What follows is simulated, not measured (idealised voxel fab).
This is a process module. Its name is voxel transistor to metal.
It is cross-section cut that appears here, measuring 145 nm in width, its square cells being 5 nm in size.
Think of the cross-section as a grid of square cells. We describe it in bands, top to bottom, and each band covers one or more rows of those cells.
Each band's line starts with the height of the band's top and of its bottom, in nm. Then come its materials from left to right, each with its width in nm. One material with "all across" fills the band from edge to edge. "blank" is empty space.
Convention: height 0 is the level below which the wafer, as received, is all one material. The lowest band does not terminate at the bottom but continues downward, represented as "top 0, no bottom".
Per-row width for "30 to 40": begins at first number (top row of band), ends at second number (bottom row), increment between rows held constant.
A step reported as "no modifications" is a step in which no cell of the cross-section changed.
Closed cavity list: empty space of 8 cells or more with no open way to the top, each as width x height at its distance from the left edge, in nm
Step line, after settings: the simulator's comment on this step.
Each step line may optionally specify "overlay nm", which for a step with a mask gives the rightward distance between the mask's planned place and where it lay, a negative value indicating the leftward direction.
The process steps that were planned are listed below
- 1: RECEIVE,material Si
- 2: CONFORMAL_DEP,material SiO2,thk nm 5
- 3: CONFORMAL_DEP,material SiN,thk nm 10
- 4: MASKED_ETCH,tone cover,mask id ACTIVE,width nm 95,etch materials SiN,depth nm 10,overlay nm 0
- 5: MASKED_ETCH,tone cover,mask id ACTIVE,width nm 95,etch materials SiO2,depth nm 5,overlay nm 0
- 6: MASKED_ETCH,tone cover,mask id ACTIVE,width nm 95,etch materials Si,depth nm 35,overlay nm 0
- 7: OXIDIZE,depth nm 5
- 8: FILL_DEP,material SiO2,thk nm 15
- 9: CMP,height nm 15
- 10: SELECTIVE_ETCH,etch materials SiO2,depth nm 10
- 11: STRIP,etch materials SiN
- 12: SELECTIVE_ETCH,etch materials SiO2,depth nm 5
- 13: OXIDIZE,depth nm 5
- 14: DIRECTIONAL_DEP,material polySi,thk nm 30
- 15: DIRECTIONAL_DEP,material SiCN,thk nm 10
- 16: MASKED_ETCH,tone cover,mask id GATE,width nm 25,etch materials SiCN,depth nm 20,overlay nm 0
- 17: MASKED_ETCH,tone cover,mask id GATE,width nm 25,etch materials polySi,depth nm 40,overlay nm 0
- 18: CONFORMAL_DEP,material SiN,thk nm 5
- 19: DIRECTIONAL_ETCH,etch materials SiN,depth nm 5
- 20: DIRECTIONAL_ETCH,etch materials SiO2,depth nm 5
- 21: EPI,material SiGe,thk nm 5
- 22: FILL_DEP,material SiO2,thk nm 5
- 23: CMP,height nm 40
- 24: DIRECTIONAL_DEP,material SiO2,thk nm 10
- 25: PATTERN,tone open,mask id CONTACT,material resist,width nm 15,pitch nm 70,thk nm 20,overlay nm 0
- 26: DIRECTIONAL_ETCH,etch materials SiO2,depth nm 50
- 27: STRIP,etch materials resist
- 28: CONFORMAL_DEP,material TiN,thk nm 5
- 29: FILL_DEP,material W,thk nm 10
- 30: CMP,height nm 50
- 31: CONFORMAL_DEP,material SiCN,thk nm 5
- 32: DIRECTIONAL_DEP,material lowk,thk nm 25
- 33: DIRECTIONAL_DEP,material aC,thk nm 15
- 34: PATTERN,tone open,mask id METAL_1,material resist,width nm 15,pitch nm 70,thk nm 30,overlay nm 0
- 35: DIRECTIONAL_ETCH,etch materials aC,depth nm 15
- 36: STRIP,etch materials resist
- 37: DIRECTIONAL_ETCH,etch materials lowk,depth nm 25
- 38: DIRECTIONAL_ETCH,etch materials SiCN,depth nm 5
- 39: STRIP,etch materials aC
- 40: CONFORMAL_DEP,material TiN,thk nm 5
- 41: FILL_DEP,material Ru,thk nm 10
- 42: CMP,height nm 80
- 43: CONFORMAL_DEP,material SiCN,thk nm 5
- 44: DIRECTIONAL_DEP,material lowk,thk nm 35
- 45: PATTERN,tone open,mask id METAL_2,material resist,width nm 15,pitch nm 70,thk nm 15,overlay nm 0
- 46: DIRECTIONAL_ETCH,etch materials lowk,depth nm 20
- 47: STRIP,etch materials resist
- 48: MASKED_ETCH,tone open,mask id METAL_2_HOLES,width nm 15,pitch nm 70,etch materials lowk,depth nm 15,overlay nm 0
- 49: MASKED_ETCH,tone open,mask id METAL_2_HOLES,width nm 15,pitch nm 70,etch materials SiCN,depth nm 5,overlay nm 0
- 50: CONFORMAL_DEP,material TiN,thk nm 5
- 51: FILL_DEP,material Ru,thk nm 10
- 52: CMP,height nm 120
- 53: CONFORMAL_DEP,material SiN,thk nm 5
As-received state of the wafer in cross-section, equivalent to post-step 1
    top 0, no bottom = Si all across
    Closed cavity list: none
Here's the wafer cut in cross-section after the module, started and planned just like above, except one thing was done wrong in the run
    top 125, bottom 120 = SiN all across
    top 120, bottom 85 = 30 nm lowk | 5 nm TiN | 5 nm Ru | 5 nm TiN | 55 nm lowk | 5 nm TiN | 5 nm Ru | 5 nm TiN | 30 nm lowk
    top 85, bottom 80 = 30 nm SiCN | 15 nm TiN | 55 nm SiCN | 15 nm TiN | 30 nm SiCN
    top 80, bottom 55 = 30 nm lowk | 5 nm TiN | 5 nm Ru | 5 nm TiN | 55 nm lowk | 5 nm TiN | 5 nm Ru | 5 nm TiN | 30 nm lowk
    top 55, bottom 50 = 30 nm SiCN | 15 nm TiN | 55 nm SiCN | 15 nm TiN | 30 nm SiCN
    top 50, bottom 40 = 30 nm SiO2 | 5 nm TiN | 5 nm W | 5 nm TiN | 55 nm SiO2 | 5 nm TiN | 5 nm W | 5 nm TiN | 30 nm SiO2
    top 40, bottom 30 = 30 nm SiO2 | 5 nm TiN | 5 nm W | 5 nm TiN | 10 nm SiO2 | 5 nm SiN | 25 nm SiCN | 5 nm SiN | 10 nm SiO2 | 5 nm TiN | 5 nm W | 5 nm TiN | 30 nm SiO2
    top 30, bottom 5 = 30 nm SiO2 | 5 nm TiN | 5 nm W | 5 nm TiN | 10 nm SiO2 | 5 nm SiN | 25 nm polySi | 5 nm SiN | 10 nm SiO2 | 5 nm TiN | 5 nm W | 5 nm TiN | 30 nm SiO2
    top 5, bottom 0 = 30 nm SiO2 | 15 nm TiN | 10 nm SiO2 | 5 nm SiN | 25 nm polySi | 5 nm SiN | 10 nm SiO2 | 15 nm TiN | 30 nm SiO2
    top 0, bottom -5 = 25 nm SiO2 | 30 nm SiGe | 35 nm SiO2 | 30 nm SiGe | 25 nm SiO2
    top -5, bottom -75 = 30 nm SiO2 | 85 nm Si | 30 nm SiO2
    top -75, no bottom = Si all across
    Closed cavity list: none
What was the processing mistake? step 6 of the plan was executed twice over
